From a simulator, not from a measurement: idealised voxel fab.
The name of this process module is voxel capacitor over wiring.
In the cross-section labelled cut, the width is 270 nm and each square cell is 5 nm.
Cross-section spec: square-cell grid; bands listed top down; each band is one or more rows. Heads up on the band format: heights come first, top then bottom, in nm. After that it's the materials left to right, each with its width in nm. A single material flagged "throughout" fills the whole band edge to edge, and "empty" means there's empty space there. Counting heights begins at 0, where everything beneath is, in the wafer as received, one material. The lowest band has no bottom; it goes on downwards, as "from 0 down" shows. Graded width ("30->40"): value in top row of band = first number; value in bottom row = second number; row-to-row change constant. Basically "no modification" means that step didn't change any cell in the cross-section. Closed-off voids of 8+ cells (no open route to the top) go in "Closed cavity list", written width x height at distance from the left edge, in nm. That trailing text on a step's line, after the settings, is the simulator's own remark on the step. overlay nm: for a step with a mask, the amount by which the mask lay right of where it was planned; a negative amount means left of it.
Process steps foreseen in the plan:
1. RECEIVE (material Si)
2. CONFORMAL_DEP (material SiO2; thk nm 10)
3. CONFORMAL_DEP (material SiN; thk nm 5)
4. DIRECTIONAL_DEP (material SiO2; thk nm 15)
5. PATTERN (tone open; mask id METAL_1; material resist; width nm 20; pitch nm 80; thk nm 15; overlay nm 0)
6. DIRECTIONAL_ETCH (etch materials SiO2; depth nm 15)
7. DIRECTIONAL_ETCH (etch materials SiN; depth nm 5)
8. STRIP (etch materials resist)
9. CONFORMAL_DEP (material TiN; thk nm 5)
10. FILL_DEP (material Cu; thk nm 5)
11. CMP (height nm 30)
12. CONFORMAL_DEP (material SiCN; thk nm 5)
13. DIRECTIONAL_DEP (material SiO2; thk nm 10)
14. DIRECTIONAL_DEP (material aC; thk nm 10)
15. PATTERN (tone open; mask id PLUG_1; material resist; width nm 15; thk nm 30; overlay nm 0)
16. DIRECTIONAL_ETCH (etch materials aC; depth nm 10)
17. STRIP (etch materials resist)
18. DIRECTIONAL_ETCH (etch materials SiO2; depth nm 10)
19. DIRECTIONAL_ETCH (etch materials SiCN; depth nm 5)
20. STRIP (etch materials aC)
21. EPI (material Ru; thk nm 10)
22. EPI (material Ru; thk nm 5)
23. DIRECTIONAL_DEP (material TiN; thk nm 5)
24. DIRECTIONAL_DEP (material SiN; thk nm 5)
25. DIRECTIONAL_DEP (material TiN; thk nm 10)
26. MASKED_ETCH (tone cover; mask id UPPER_PLATE; width nm 65; etch materials TiN; depth nm 10; overlay nm 0)
27. MASKED_ETCH (tone cover; mask id UPPER_PLATE; width nm 65; etch materials SiN; depth nm 5; overlay nm 0)
28. MASKED_ETCH (tone cover; mask id LOWER_PLATE; width nm 75; etch materials TiN; depth nm 5; overlay nm 0)
29. FILL_DEP (material SiO2; thk nm 20)
30. CMP (height nm 80)
31. PATTERN (tone open; mask id PLUG_2; material resist; width nm 15; thk nm 20; overlay nm 0)
32. DIRECTIONAL_ETCH (etch materials SiO2; depth nm 15)
33. STRIP (etch materials resist)
34. CONFORMAL_DEP (material TiN; thk nm 5)
35. FILL_DEP (material W; thk nm 10)
36. CMP (height nm 80)
37. CONFORMAL_DEP (material SiCN; thk nm 5)
The following pertains to the first of two wafers, which was processed as planned:
Cross-section of the wafer at receipt, which is the condition after step 1:
> from 0 down: Si throughout
> Closed cavity list: none
Sectional view: wafer, after step 2:
> from 10 to 0: SiO2 throughout
> Whatever lies below 0 is exactly as it was before.
Sectional view: wafer, after step 3:
> from 15 to 10: SiN throughout
> Whatever lies below 10 is exactly as it was before.
Sectional view: wafer, after step 4:
> from 30 to 15: SiO2 throughout
> Whatever lies below 15 is exactly as it was before.
Sectional view: wafer, after step 5:
> from 45 to 30: 85 of resist | 20 of empty | 60 of resist | 20 of empty | 85 of resist
> Whatever lies below 30 is exactly as it was before.
Sectional view: wafer, after step 6:
> from 45 to 30: 85 of resist | 20 of empty | 60 of resist | 20 of empty | 85 of resist
> from 30 to 15: 85 of SiO2 | 20 of empty | 60 of SiO2 | 20 of empty | 85 of SiO2
> Whatever lies below 15 is exactly as it was before.
Sectional view: wafer, after step 7:
> from 45 to 30: 85 of resist | 20 of empty | 60 of resist | 20 of empty | 85 of resist
> from 30 to 15: 85 of SiO2 | 20 of empty | 60 of SiO2 | 20 of empty | 85 of SiO2
> from 15 to 10: 85 of SiN | 20 of empty | 60 of SiN | 20 of empty | 85 of SiN
> Whatever lies below 10 is exactly as it was before.
Sectional view: wafer, after step 8:
> from 30 to 15: 85 of SiO2 | 20 of empty | 60 of SiO2 | 20 of empty | 85 of SiO2
> Whatever lies below 15 is exactly as it was before.
Sectional view: wafer, after step 9:
> from 35 to 30: 90 of TiN | 10 of empty | 70 of TiN | 10 of empty | 90 of TiN
> from 30 to 15: 85 of SiO2 | 5 of TiN | 10 of empty | 5 of TiN | 60 of SiO2 | 5 of TiN | 10 of empty | 5 of TiN | 85 of SiO2
> from 15 to 10: 85 of SiN | 20 of TiN | 60 of SiN | 20 of TiN | 85 of SiN
> Whatever lies below 10 is exactly as it was before.
Sectional view: wafer, after step 10:
> from 40 to 35: Cu throughout
> from 35 to 30: 90 of TiN | 10 of Cu | 70 of TiN | 10 of Cu | 90 of TiN
> from 30 to 15: 85 of SiO2 | 5 of TiN | 10 of Cu | 5 of TiN | 60 of SiO2 | 5 of TiN | 10 of Cu | 5 of TiN | 85 of SiO2
> Whatever lies below 15 is exactly as it was before.
Sectional view: wafer, after step 11:
> from 30 to 15: 85 of SiO2 | 5 of TiN | 10 of Cu | 5 of TiN | 60 of SiO2 | 5 of TiN | 10 of Cu | 5 of TiN | 85 of SiO2
> Whatever lies below 15 is exactly as it was before.
Sectional view: wafer, after step 12:
> from 35 to 30: SiCN throughout
> Whatever lies below 30 is exactly as it was before.
Sectional view: wafer, after step 13:
> from 45 to 35: SiO2 throughout
> Whatever lies below 35 is exactly as it was before.
Sectional view: wafer, after step 14:
> from 55 to 45: aC throughout
> Whatever lies below 45 is exactly as it was before.
Sectional view: wafer, after step 15:
> from 85 to 55: 90 of resist | 15 of empty | 165 of resist
> Whatever lies below 55 is exactly as it was before.
Sectional view: wafer, after step 16:
> from 75 to 55: 90 of resist | 15 of empty | 165 of resist
> from 55 to 45: 90 of aC | 15 of empty | 165 of aC
> Whatever lies below 45 is exactly as it was before.
Sectional view: wafer, after step 17:
> from 55 to 45: 90 of aC | 15 of empty | 165 of aC
> Whatever lies below 45 is exactly as it was before.
Sectional view: wafer, after step 18:
> from 55 to 45: 90 of aC | 15 of empty | 165 of aC
> from 45 to 35: 90 of SiO2 | 15 of empty | 165 of SiO2
> Whatever lies below 35 is exactly as it was before.
Sectional view: wafer, after step 19:
> from 55 to 45: 90 of aC | 15 of empty | 165 of aC
> from 45 to 35: 90 of SiO2 | 15 of empty | 165 of SiO2
> from 35 to 30: 90 of SiCN | 15 of empty | 165 of SiCN
> Whatever lies below 30 is exactly as it was before.
Sectional view: wafer, after step 20:
> from 45 to 35: 90 of SiO2 | 15 of empty | 165 of SiO2
> Whatever lies below 35 is exactly as it was before.
Sectional view: wafer, after step 21:
> from 45 to 40: 90 of SiO2 | 15 of empty | 165 of SiO2
> from 40 to 35: 90 of SiO2 | 15 of Ru | 165 of SiO2
> from 35 to 30: 90 of SiCN | 15 of Ru | 165 of SiCN
> Whatever lies below 30 is exactly as it was before.
Sectional view: wafer, after step 22:
> from 45 to 35: 90 of SiO2 | 15 of Ru | 165 of SiO2
> Whatever lies below 35 is exactly as it was before.
Sectional view: wafer, after step 23:
> from 50 to 45: TiN throughout
> Whatever lies below 45 is exactly as it was before.
Sectional view: wafer, after step 24:
> from 55 to 50: SiN throughout
> Whatever lies below 50 is exactly as it was before.
Sectional view: wafer, after step 25:
> from 65 to 55: TiN throughout
> Whatever lies below 55 is exactly as it was before.
Sectional view: wafer, after step 26:
> from 65 to 55: 90 of empty | 65 of TiN | 115 of empty
> Whatever lies below 55 is exactly as it was before.
Sectional view: wafer, after step 27:
> from 65 to 55: 90 of empty | 65 of TiN | 115 of empty
> from 55 to 50: 90 of empty | 65 of SiN | 115 of empty
> Whatever lies below 50 is exactly as it was before.
Sectional view: wafer, after step 28:
> from 65 to 55: 90 of empty | 65 of TiN | 115 of empty
> from 55 to 50: 90 of empty | 65 of SiN | 115 of empty
> from 50 to 45: 85 of empty | 75 of TiN | 110 of empty
> Whatever lies below 45 is exactly as it was before.
Sectional view: wafer, after step 29:
> from 85 to 65: SiO2 throughout
> from 65 to 55: 90 of SiO2 | 65 of TiN | 115 of SiO2
> from 55 to 50: 90 of SiO2 | 65 of SiN | 115 of SiO2
> from 50 to 45: 85 of SiO2 | 75 of TiN | 110 of SiO2
> Whatever lies below 45 is exactly as it was before.
Sectional view: wafer, after step 30:
> from 80 to 65: SiO2 throughout
> Whatever lies below 65 is exactly as it was before.
Sectional view: wafer, after step 31:
> from 100 to 80: 100 of resist | 15 of empty | 155 of resist
> Whatever lies below 80 is exactly as it was before.
Sectional view: wafer, after step 32:
> from 100 to 80: 100 of resist | 15 of empty | 155 of resist
> from 80 to 65: 100 of SiO2 | 15 of empty | 155 of SiO2
> Whatever lies below 65 is exactly as it was before.
Sectional view: wafer, after step 33:
> from 80 to 65: 100 of SiO2 | 15 of empty | 155 of SiO2
> Whatever lies below 65 is exactly as it was before.
Sectional view: wafer, after step 34:
> from 85 to 80: 105 of TiN | 5 of empty | 160 of TiN
> from 80 to 70: 100 of SiO2 | 5 of TiN | 5 of empty | 5 of TiN | 155 of SiO2
> from 70 to 65: 100 of SiO2 | 15 of TiN | 155 of SiO2
> Whatever lies below 65 is exactly as it was before.
Sectional view: wafer, after step 35:
> from 95 to 85: W throughout
> from 85 to 80: 105 of TiN | 5 of W | 160 of TiN
> from 80 to 70: 100 of SiO2 | 5 of TiN | 5 of W | 5 of TiN | 155 of SiO2
> Whatever lies below 70 is exactly as it was before.
Sectional view: wafer, after step 36:
> from 80 to 70: 100 of SiO2 | 5 of TiN | 5 of W | 5 of TiN | 155 of SiO2
> Whatever lies below 70 is exactly as it was before.
Sectional view: wafer, after step 37:
> from 85 to 80: SiCN throughout
> Whatever lies below 80 is exactly as it was before.
second wafer: like start, like plan, one mistake. Through step 13 it matches the first wafer:
Second wafer, cross-section, planned end of step 14:
> from 55 to 45: SiN throughout
> Whatever lies below 45 is exactly as it was before.
Second wafer, cross-section, planned end of step 15:
> from 85 to 55: 90 of resist | 15 of empty | 165 of resist
> Whatever lies below 55 is exactly as it was before.
Second wafer, cross-section, planned end of step 16:
> from 75 to 55: 90 of resist | 15 of empty | 165 of resist
> Whatever lies below 55 is exactly as it was before.
Second wafer, cross-section, planned end of step 17:
> from 55 to 45: SiN throughout
> Whatever lies below 45 is exactly as it was before.
Second wafer, cross-section, planned end of step 18: no modification
Second wafer, cross-section, planned end of step 19: no modification
Second wafer, cross-section, planned end of step 20: no modification
Second wafer, cross-section, planned end of step 21: no modification
Second wafer, cross-section, planned end of step 22: no modification
Second wafer, cross-section, planned end of step 23:
> from 60 to 55: TiN throughout
> Whatever lies below 55 is exactly as it was before.
Second wafer, cross-section, planned end of step 24:
> from 65 to 60: SiN throughout
> Whatever lies below 60 is exactly as it was before.
Second wafer, cross-section, planned end of step 25:
> from 75 to 65: TiN throughout
> Whatever lies below 65 is exactly as it was before.
Second wafer, cross-section, planned end of step 26:
> from 75 to 65: 90 of empty | 65 of TiN | 115 of empty
> Whatever lies below 65 is exactly as it was before.
Second wafer, cross-section, planned end of step 27:
> from 75 to 65: 90 of empty | 65 of TiN | 115 of empty
> from 65 to 60: 90 of empty | 65 of SiN | 115 of empty
> Whatever lies below 60 is exactly as it was before.
Second wafer, cross-section, planned end of step 28:
> from 75 to 65: 90 of empty | 65 of TiN | 115 of empty
> from 65 to 60: 90 of empty | 65 of SiN | 115 of empty
> from 60 to 55: 85 of empty | 75 of TiN | 110 of empty
> Whatever lies below 55 is exactly as it was before.
Second wafer, cross-section, planned end of step 29:
> from 95 to 75: SiO2 throughout
> from 75 to 65: 90 of SiO2 | 65 of TiN | 115 of SiO2
> from 65 to 60: 90 of SiO2 | 65 of SiN | 115 of SiO2
> from 60 to 55: 85 of SiO2 | 75 of TiN | 110 of SiO2
> Whatever lies below 55 is exactly as it was before.
Second wafer, cross-section, planned end of step 30:
> from 80 to 75: SiO2 throughout
> Whatever lies below 75 is exactly as it was before.
Second wafer, cross-section, planned end of step 31:
> from 100 to 80: 100 of resist | 15 of empty | 155 of resist
> Whatever lies below 80 is exactly as it was before.
Second wafer, cross-section, planned end of step 32:
> from 100 to 80: 100 of resist | 15 of empty | 155 of resist
> from 80 to 75: 100 of SiO2 | 15 of empty | 155 of SiO2
> Whatever lies below 75 is exactly as it was before.
Second wafer, cross-section, planned end of step 33:
> from 80 to 75: 100 of SiO2 | 15 of empty | 155 of SiO2
> Whatever lies below 75 is exactly as it was before.
Second wafer, cross-section, planned end of step 34:
> from 85 to 80: 105 of TiN | 5 of empty | 160 of TiN
> from 80 to 75: 100 of SiO2 | 15 of TiN | 155 of SiO2
> Whatever lies below 75 is exactly as it was before.
Second wafer, cross-section, planned end of step 35:
> from 95 to 85: W throughout
> from 85 to 80: 105 of TiN | 5 of W | 160 of TiN
> Whatever lies below 80 is exactly as it was before.
Second wafer, cross-section, planned end of step 36:
> from 80 to 75: 100 of SiO2 | 15 of TiN | 155 of SiO2
> Whatever lies below 75 is exactly as it was before.
Second wafer, cross-section, planned end of step 37:
> from 85 to 80: SiCN throughout
> Whatever lies below 80 is exactly as it was before.
Error vs. plan: step 14 was processed under conditions differing from the plan, specifically as DIRECTIONAL_DEP (material SiN; thk nm 10)
Heads up, by the end the second wafer has more or fewer cells of some materials compared to the first: -9 Ru, +3 SiCN, +108 SiN, -96 SiO2, -4 TiN, -2 W
